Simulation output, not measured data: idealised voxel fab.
process module | voxel transistor to metal
cross-section cut | 150 nm wide | cells 5 nm
A cross-section is a grid of square cells, given in bands from the top down. A band is one or more rows of cells.
Each band's line starts with the height of the band's top and of its bottom, in nm. Then come its materials from left to right, each with its width in nm. One material with "throughout" fills the band from edge to edge. "air" is empty space.
Height 0 is the level under which the wafer as received is all one material. The lowest band goes on downwards, as in "0 down".
A width such as "30 to 40" changes by the same amount from each row of cells to the next, from the band's top row to its bottom row.
"no change" after a step means that no cell of the cross-section changed.
closed voids: empty space of 8 cells or more with no open way to the top, each as width x height at its distance from the left edge, in nm
after a step's settings: what the simulator itself notes on the step
overlay nm, on a step with a mask: how far to the right of its planned place the mask lay; to the left if negative
plan
1 op RECEIVE | material Si
2 op OXIDIZE | depth nm 5
3 op CONFORMAL_DEP | material SiN | thk nm 10
4 op MASKED_ETCH | tone cover | mask id ACTIVE | width nm 110 | etch materials SiN | depth nm 10 | overlay nm 0
5 op MASKED_ETCH | tone cover | mask id ACTIVE | width nm 110 | etch materials SiO2 | depth nm 5 | overlay nm 0
6 op MASKED_ETCH | tone cover | mask id ACTIVE | width nm 110 | etch materials Si | depth nm 30 | overlay nm 0
7 op OXIDIZE | depth nm 5
8 op FILL_DEP | material SiO2 | thk nm 10
9 op CMP | height nm 10
10 op SELECTIVE_ETCH | etch materials SiO2 | depth nm 5
11 op STRIP | etch materials SiN
12 op SELECTIVE_ETCH | etch materials SiO2 | depth nm 5
13 op OXIDIZE | depth nm 5
14 op DIRECTIONAL_DEP | material polySi | thk nm 25
15 op DIRECTIONAL_DEP | material SiCN | thk nm 10
16 op PATTERN | tone cover | mask id GATE | material resist | width nm 30 | thk nm 20 | overlay nm 0
17 op DIRECTIONAL_ETCH | etch materials SiCN | depth nm 20
18 op DIRECTIONAL_ETCH | etch materials polySi | depth nm 35
19 op STRIP | etch materials resist
20 op CONFORMAL_DEP | material SiN | thk nm 10
21 op DIRECTIONAL_ETCH | etch materials SiN | depth nm 10
22 op DIRECTIONAL_ETCH | etch materials SiO2 | depth nm 5
23 op EPI | material SiGe | thk nm 5
24 op FILL_DEP | material SiO2 | thk nm 5
25 op CMP | height nm 20
26 op STRIP | etch materials polySi
27 op SELECTIVE_ETCH | etch materials SiO2 | depth nm 5
28 op CONFORMAL_DEP | material HfO2 | thk nm 5
29 op CONFORMAL_DEP | material TiN | thk nm 5
30 op FILL_DEP | material W | thk nm 10
31 op CMP | height nm 15
32 op DIRECTIONAL_DEP | material SiO2 | thk nm 10
33 op MASKED_ETCH | tone open | mask id CONTACT | width nm 20 | pitch nm 80 | etch materials SiO2 | depth nm 30 | overlay nm 0
34 op CONFORMAL_DEP | material TiN | thk nm 5
35 op FILL_DEP | material W | thk nm 10
36 op CMP | height nm 25
37 op DIRECTIONAL_DEP | material TiN | thk nm 5
38 op DIRECTIONAL_DEP | material W | thk nm 20
39 op DIRECTIONAL_DEP | material aC | thk nm 15
40 op PATTERN | tone cover | mask id METAL_1 | material resist | width nm 20 | pitch nm 80 | thk nm 35 | overlay nm 0
41 op DIRECTIONAL_ETCH | etch materials aC | depth nm 15
42 op STRIP | etch materials resist
43 op DIRECTIONAL_ETCH | etch materials W | depth nm 20
44 op DIRECTIONAL_ETCH | etch materials TiN | depth nm 5
45 op STRIP | etch materials aC
46 op CONFORMAL_DEP | material SiN | thk nm 5
47 op FILL_DEP | material lowk | thk nm 10
48 op CMP | height nm 50
49 op CONFORMAL_DEP | material SiN | thk nm 5
varied across the wafers: depth nm of step 12. The plan shows the first wafer's value. All wafers start alike
first wafer as received, after step 1
  0 down: Si throughout
  closed voids: none
first wafer at the end, after step 49
  55 to 50: SiN throughout
  50 to 30: lowk 20 | SiN 5 | W 20 | SiN 5 | lowk 50 | SiN 5 | W 20 | SiN 5 | lowk 20
  30 to 25: SiN 25 | TiN 20 | SiN 60 | TiN 20 | SiN 25
  25 to 15: SiO2 25 | TiN 5 | W 10 | TiN 5 | SiO2 60 | TiN 5 | W 10 | TiN 5 | SiO2 25
  15 to 0: SiO2 25 | TiN 5 | W 10 | TiN 5 | SiO2 5 | SiN 10 | HfO2 5 | TiN 5 | W 10 | TiN 5 | HfO2 5 | SiN 10 | SiO2 5 | TiN 5 | W 10 | TiN 5 | SiO2 25
  0 to -5: SiO2 15 | SiN 10 | TiN 20 | SiO2 5 | SiN 10 | HfO2 5 | TiN 20 | HfO2 5 | SiN 10 | SiO2 5 | TiN 20 | SiN 10 | SiO2 15
  -5 to -10: SiO2 25 | SiGe 25 | SiO2 5 | HfO2 40 | SiO2 5 | SiGe 25 | SiO2 25
  -10 to -40: SiO2 25 | Si 100 | SiO2 25
  -40 down: Si throughout
  closed voids: none
last wafer at the end
  55 to 50: SiN throughout
  50 to 30: lowk 20 | SiN 5 | W 20 | SiN 5 | lowk 50 | SiN 5 | W 20 | SiN 5 | lowk 20
  30 to 25: SiN 25 | TiN 20 | SiN 60 | TiN 20 | SiN 25
  25 to 15: SiO2 25 | TiN 5 | W 10 | TiN 5 | SiO2 60 | TiN 5 | W 10 | TiN 5 | SiO2 25
  15 to 0: SiO2 25 | TiN 5 | W 10 | TiN 5 | SiO2 5 | SiN 10 | HfO2 5 | TiN 5 | W 10 | TiN 5 | HfO2 5 | SiN 10 | SiO2 5 | TiN 5 | W 10 | TiN 5 | SiO2 25
  0 to -5: SiO2 25 | TiN 20 | SiO2 5 | SiN 10 | HfO2 5 | TiN 20 | HfO2 5 | SiN 10 | SiO2 5 | TiN 20 | SiO2 25
  -5 to -10: SiO2 15 | SiN 10 | SiGe 25 | SiO2 5 | HfO2 40 | SiO2 5 | SiGe 25 | SiN 10 | SiO2 15
  -10 to -20: SiO2 15 | SiN 10 | SiO2 5 | Si 90 | SiO2 5 | SiN 10 | SiO2 15
  -20 to -25: SiO2 30 | Si 90 | SiO2 30
  -25 to -40: SiO2 25 | Si 100 | SiO2 25
  -40 down: Si throughout
  closed voids: none
each wafer at the end: cells of each material gained (+) or lost (-) since it was received, then its closed voids
depth nm 5 | +16 HfO2 | -120 Si | +10 SiGe | +88 SiN | +160 SiO2 | +46 TiN | +58 W | +72 lowk | closed voids: none
depth nm 10 | +16 HfO2 | -122 Si | +10 SiGe | +90 SiN | +160 SiO2 | +46 TiN | +58 W | +72 lowk | closed voids: none
depth nm 15 | +16 HfO2 | -124 Si | +10 SiGe | +96 SiN | +156 SiO2 | +46 TiN | +58 W | +72 lowk | closed voids: none
depth nm 20 | +16 HfO2 | -126 Si | +10 SiGe | +96 SiN | +158 SiO2 | +46 TiN | +58 W | +72 lowk | closed voids: none
